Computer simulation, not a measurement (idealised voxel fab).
This is a process module. Its name is voxel wiring stack.
190 nm wide, 5 nm square cells: that's cross-section cut.
This document writes a cross-section as a grid whose cells are square, and gives it as bands, listed from the top down; one or more rows of cells form a band.
Band: top and bottom heights (nm) first, top before bottom; then materials from left to right, widths in nm. "throughout" marks a sole material filling the band edge to edge. "blank" denotes empty space.
A quick word on heights: they are counted from 0, and under that level the wafer as it came to us is one material throughout. The lowest band is different from the rest in having no bottom; it simply continues downward, written as in "z 0 and below".
When a width is written as two numbers, as in "30->40", the first number is the width in the top row of cells of the band and the second is the width in its bottom row, and the width changes by the same amount from each row to the next.
The designation "no change", where it is given for a processing step, indicates that no cell of the cross-section was altered in the course of that step.
"Enclosed void entries" lists enclosed empty spaces (at least 8 cells, no open path upward to the top), each as width x height at distance from the left edge, in nm.
It should be noted that, on the line of a given step, the content following the step's settings is a remark produced by the simulator itself with respect to that step.
The "overlay nm" setting may appear on a step's line; for a step that uses a mask, it gives how far to the right of its planned position the mask lay, and a negative value indicates the left.

THE PLANNED PROCESS STEPS ARE ENUMERATED HEREUNDER
1. RECEIVE: material Si
2. CONFORMAL_DEP: material SiO2, thk nm 15
3. CONFORMAL_DEP: material SiN, thk nm 5
4. DIRECTIONAL_DEP: material SiO2, thk nm 20
5. PATTERN: tone open, mask id METAL_1, material resist, width nm 25, pitch nm 40, thk nm 20, overlay nm 0
6. DIRECTIONAL_ETCH: etch materials SiO2, depth nm 20
7. DIRECTIONAL_ETCH: etch materials SiN, depth nm 5
8. STRIP: etch materials resist
9. CONFORMAL_DEP: material TiN, thk nm 5
10. FILL_DEP: material W, thk nm 5
11. CMP: height nm 40
12. EPI: material Ru, thk nm 5
13. FILL_DEP: material SiCN, thk nm 5
14. DIRECTIONAL_DEP: material SiO2, thk nm 30
15. DIRECTIONAL_DEP: material aC, thk nm 10
16. PATTERN: tone open, mask id METAL_2, material resist, width nm 25, pitch nm 40, thk nm 30, overlay nm 0
17. DIRECTIONAL_ETCH: etch materials aC, depth nm 10
18. STRIP: etch materials resist
19. DIRECTIONAL_ETCH: etch materials SiO2, depth nm 15
20. STRIP: etch materials aC
21. PATTERN: tone open, mask id METAL_2_HOLES, material resist, width nm 15, thk nm 15, overlay nm 0
22. DIRECTIONAL_ETCH: etch materials SiO2, depth nm 15
23. DIRECTIONAL_ETCH: etch materials SiCN, depth nm 5
24. STRIP: etch materials resist
25. CONFORMAL_DEP: material TiN, thk nm 5
26. FILL_DEP: material Ru, thk nm 10
27. CMP: height nm 80
28. CONFORMAL_DEP: material SiCN, thk nm 5
29. DIRECTIONAL_DEP: material SiO2, thk nm 15
30. DIRECTIONAL_DEP: material aC, thk nm 15
31. PATTERN: tone open, mask id PLUG_2, material resist, width nm 15, thk nm 35, overlay nm 0
32. DIRECTIONAL_ETCH: etch materials aC, depth nm 15
33. STRIP: etch materials resist
34. DIRECTIONAL_ETCH: etch materials SiO2, depth nm 15
35. DIRECTIONAL_ETCH: etch materials SiCN, depth nm 5
36. STRIP: etch materials aC
37. CONFORMAL_DEP: material TiN, thk nm 5
38. FILL_DEP: material Ru, thk nm 5
39. CMP: height nm 100
40. DIRECTIONAL_DEP: material TiN, thk nm 5
41. DIRECTIONAL_DEP: material W, thk nm 20
42. PATTERN: tone cover, mask id METAL_3, material resist, width nm 25, pitch nm 40, thk nm 20, overlay nm 0
43. DIRECTIONAL_ETCH: etch materials W, depth nm 20
44. DIRECTIONAL_ETCH: etch materials TiN, depth nm 5
45. STRIP: etch materials resist
46. CONFORMAL_DEP: material SiN, thk nm 5
47. FILL_DEP: material SiO2, thk nm 5
48. CMP: height nm 125
49. CONFORMAL_DEP: material SiCN, thk nm 5

CROSS-SECTION: WAFER ON ARRIVAL = AFTER STEP 1
> z 0 and below | Si throughout
> Enclosed void entries: none

CROSS-SECTION: FIRST OF TWO WAFERS, MODULE FINISHED, RUN ACCORDING TO PLAN
> z 130 to 125 | SiCN throughout
> z 125 to 105 | 55 nm SiO2, 5 nm SiN, 25 nm W, 5 nm SiN, 5 nm SiO2, 5 nm SiN, 25 nm W, 5 nm SiN, 60 nm SiO2
> z 105 to 100 | 60 nm SiN, 25 nm TiN, 15 nm SiN, 25 nm TiN, 65 nm SiN
> z 100 to 85 | 60 nm SiO2, 5 nm TiN, 5 nm Ru, 5 nm TiN, 115 nm SiO2
> z 85 to 80 | 60 nm SiCN, 15 nm TiN, 115 nm SiCN
> z 80 to 70 | 60 nm SiO2, 5 nm TiN, 15 nm Ru, 5 nm TiN, 15 nm SiO2, 5 nm TiN, 15 nm Ru, 5 nm TiN, 65 nm SiO2
> z 70 to 65 | 60 nm SiO2, 5 nm TiN, 5 nm Ru, 15 nm TiN, 15 nm SiO2, 25 nm TiN, 65 nm SiO2
> z 65 to 50 | 60 nm SiO2, 5 nm TiN, 5 nm Ru, 5 nm TiN, 115 nm SiO2
> z 50 to 45 | 60 nm SiCN, 15 nm TiN, 115 nm SiCN
> z 45 to 40 | 55 nm SiCN, 35 nm Ru, 5 nm SiCN, 35 nm Ru, 60 nm SiCN
> z 40 to 20 | 60 nm SiO2, 5 nm TiN, 15 nm W, 5 nm TiN, 15 nm SiO2, 5 nm TiN, 15 nm W, 5 nm TiN, 65 nm SiO2
> z 20 to 15 | 60 nm SiN, 25 nm TiN, 15 nm SiN, 25 nm TiN, 65 nm SiN
> z 15 to 0 | SiO2 throughout
> z 0 and below | Si throughout
> Enclosed void entries: none

MODULE END: CROSS-SECTION OF WAFER TWO OF TWO. SAME START AND PROCESS PLAN AS THE FIRST WAFER. ONE MISTAKE DURING EXECUTION
> z 130 to 125 | SiCN throughout
> z 125 to 105 | 60 nm W, 5 nm SiN, 15 nm SiO2, 5 nm SiN, 15 nm W, 5 nm SiN, 15 nm SiO2, 5 nm SiN, 65 nm W
> z 105 to 100 | 60 nm TiN, 25 nm SiN, 15 nm TiN, 25 nm SiN, 65 nm TiN
> z 100 to 85 | 60 nm SiO2, 5 nm TiN, 5 nm Ru, 5 nm TiN, 115 nm SiO2
> z 85 to 80 | 60 nm SiCN, 15 nm TiN, 115 nm SiCN
> z 80 to 70 | 60 nm SiO2, 5 nm TiN, 15 nm Ru, 5 nm TiN, 15 nm SiO2, 5 nm TiN, 15 nm Ru, 5 nm TiN, 65 nm SiO2
> z 70 to 65 | 60 nm SiO2, 5 nm TiN, 5 nm Ru, 15 nm TiN, 15 nm SiO2, 25 nm TiN, 65 nm SiO2
> z 65 to 50 | 60 nm SiO2, 5 nm TiN, 5 nm Ru, 5 nm TiN, 115 nm SiO2
> z 50 to 45 | 60 nm SiCN, 15 nm TiN, 115 nm SiCN
> z 45 to 40 | 55 nm SiCN, 35 nm Ru, 5 nm SiCN, 35 nm Ru, 60 nm SiCN
> z 40 to 20 | 60 nm SiO2, 5 nm TiN, 15 nm W, 5 nm TiN, 15 nm SiO2, 5 nm TiN, 15 nm W, 5 nm TiN, 65 nm SiO2
> z 20 to 15 | 60 nm SiN, 25 nm TiN, 15 nm SiN, 25 nm TiN, 65 nm SiN
> z 15 to 0 | SiO2 throughout
> z 0 and below | Si throughout
> Enclosed void entries: none
What was the processing mistake? the process deviated at step 42: the operation and settings actually run there were PATTERN: tone open, mask id METAL_3, material resist, width nm 25, pitch nm 40, thk nm 20, overlay nm 0
Materials where the second wafer ends with more or fewer cells than the first: -18 SiN; -72 SiO2; +18 TiN; +72 W
